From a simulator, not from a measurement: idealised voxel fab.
Proc. module: voxel air gaps
cross-section cut | 180 nm wide | cells 5 nm
A cross-section is written here as square cells arranged in a grid, and it is given in bands from the top down, each band taking up one or more rows of cells. Top, bottom (nm), then materials left to right with widths (nm); lone material tagged "all across" fills the whole band edge to edge; "blank" = empty space. Basically, 0 is our baseline, since under it the wafer straight out of the box is all one material. The bottom band has no lower end and keeps on going down, so it looks like "0 and below". Think of "30 to 40" as a width that walks from the first number to the second as you go down the band, top row to bottom row, taking equal-sized steps from row to row. For the purposes of this document, the phrase "all unchanged" attached to a step denotes that no cell within the cross-section was modified by that step. "Trapped void list" specifies each empty space that is not open to the top and that occupies no fewer than 8 cells, using the form width x height at distance, the distance measured from the left edge and all three quantities in nm. Step line, after settings: the simulator's comment on this step. When a step includes a mask, the "overlay nm" setting on its line states how far to the right of its planned place that mask lay, and negative values state how far to the left.
**List of planned process steps**
1. op RECEIVE | material Si
2. op CONFORMAL_DEP | material SiO2 | thk nm 15
3. op CONFORMAL_DEP | material SiN | thk nm 5
4. op DIRECTIONAL_DEP | material SiO2 | thk nm 40
5. op PATTERN | tone open | mask id LINES | material resist | width nm 15 | pitch nm 45 | thk nm 20 | overlay nm 0
6. op DIRECTIONAL_ETCH | etch materials SiO2 | depth nm 40
7. op STRIP | etch materials resist
8. op CONFORMAL_DEP | material TiN | thk nm 5
9. op FILL_DEP | material W | thk nm 5
10. op CMP | height nm 60
11. op EPI | material Ru | thk nm 10
12. op SELECTIVE_ETCH | etch materials SiO2 | depth nm 50
13. op CONFORMAL_DEP | material SiCN | thk nm 5
**This is the cross-section of the wafer as we received it, i.e. after step 1**
* 0 and below = Si all across
* Trapped void list: none
**End-of-module cross-section. Starting structure and process plan as above; one mistake made in running it**
* 75 down to 70 = SiCN all across
* 70 down to 60 = Ru all across
* 60 down to 25 = 30 nm W / 5 nm TiN / 15 nm SiO2 / 5 nm TiN / 20 nm W / 5 nm TiN / 15 nm SiO2 / 5 nm TiN / 20 nm W / 5 nm TiN / 15 nm SiO2 / 5 nm TiN / 35 nm W
* 25 down to 20 = 35 nm TiN / 15 nm SiO2 / 30 nm TiN / 15 nm SiO2 / 30 nm TiN / 15 nm SiO2 / 40 nm TiN
* 20 down to 15 = SiN all across
* 15 down to 0 = SiO2 all across
* 0 and below = Si all across
* Trapped void list: none
The plan and the run diverged here: for step 5, the planned setting was not used; the step was instead run as op PATTERN | tone cover | mask id LINES | material resist | width nm 15 | pitch nm 45 | thk nm 20 | overlay nm 0
